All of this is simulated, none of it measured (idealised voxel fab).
This is a process module. Its name is voxel gate over fins.
Shown is cross-section cut, with a width of 140 nm and square cells of size 5 nm.
For the purposes of this document, a cross-section shall be understood as a grid of square cells, specified as bands listed in top-to-bottom order, each band consisting of one or more rows of cells. Quick guide to a band line: top height, bottom height (nm) up front; then every material left to right with its width in nm. Only one material and it's marked "all across"? Then it fills the band edge to edge. And "blank" just means empty space. Heights are expressed relative to 0, this being the level below which the as-received wafer comprises one material exclusively. The lowest band is unbounded in the downward direction and is denoted as in "0 and below". A two-number width, for instance "30->40", indicates that the width is equal to the first number in the top row of the band and to the second number in the bottom row, and that it changes by a constant amount per row of cells. Reading "left unchanged" for a step: not a cell of the cross-section changed in it. The list in "Cavities, sealed" covers empty spaces of 8 cells or more that cannot reach the top through any open way, and it gives each as width x height at distance; the distance is from the left edge, and width, height and distance are in nm. It should be noted that, on the line of a given step, the content following the step's settings is a remark produced by the simulator itself with respect to that step. The setting "overlay nm" may be written on the line of a step. When the step uses a mask, the value reports how far to the right of the planned place the mask lay, and a negative value reports that it lay to the left.
**Here's what the planned process steps look like**
1. RECEIVE | material Si
2. CONFORMAL_DEP | material SiN | thk nm 5
3. MASKED_ETCH | tone cover | mask id FINS | width nm 15 | pitch nm 45 | etch materials SiN | depth nm 5 | overlay nm 0
4. MASKED_ETCH | tone cover | mask id FINS | width nm 15 | pitch nm 45 | etch materials Si | depth nm 40 | overlay nm 0
5. OXIDIZE | depth nm 5
6. FILL_DEP | material SiO2 | thk nm 5
7. CMP | height nm 5
8. SELECTIVE_ETCH | etch materials SiO2 | depth nm 20
9. STRIP | etch materials SiN
10. CONFORMAL_DEP | material HfO2 | thk nm 5
11. CONFORMAL_DEP | material TiN | thk nm 5
12. FILL_DEP | material W | thk nm 15
13. CMP | height nm 20
14. CONFORMAL_DEP | material SiN | thk nm 10
**Cross-section of the wafer at receipt, which is the condition after step 1**
    0 and below  Si all across
    Cavities, sealed: none
**Cross-section at module end, one run error; start and plan unchanged from above**
    30 down to 20  SiN all across
    20 down to 10  W all across
    10 down to 5  W=10, then TiN=30, then W=15, then TiN=30, then W=15, then TiN=30, then W=10
    5 down to 0  W=10, then TiN=5, then HfO2=20, then TiN=5, then W=15, then TiN=5, then HfO2=20, then TiN=5, then W=15, then TiN=5, then HfO2=20, then TiN=5, then W=10
    0 down to -5  W=10, then TiN=5, then HfO2=5, then Si=10, then HfO2=5, then TiN=5, then W=15, then TiN=5, then HfO2=5, then Si=10, then HfO2=5, then TiN=5, then W=15, then TiN=5, then HfO2=5, then Si=10, then HfO2=5, then TiN=5, then W=10
    -5 down to -10  TiN=15, then HfO2=5, then Si=10, then HfO2=5, then TiN=25, then HfO2=5, then Si=10, then HfO2=5, then TiN=25, then HfO2=5, then Si=10, then HfO2=5, then TiN=15
    -10 down to -15  HfO2=20, then Si=10, then HfO2=35, then Si=10, then HfO2=35, then Si=10, then HfO2=20
    -15 down to -45  SiO2=20, then Si=10, then SiO2=35, then Si=10, then SiO2=35, then Si=10, then SiO2=20
    -45 and below  Si all across
    Cavities, sealed: none
Run error: step 3 off recipe, ran as MASKED_ETCH | tone cover | mask id FINS | width nm 20 | pitch nm 45 | etch materials SiN | depth nm 5 | overlay nm 0
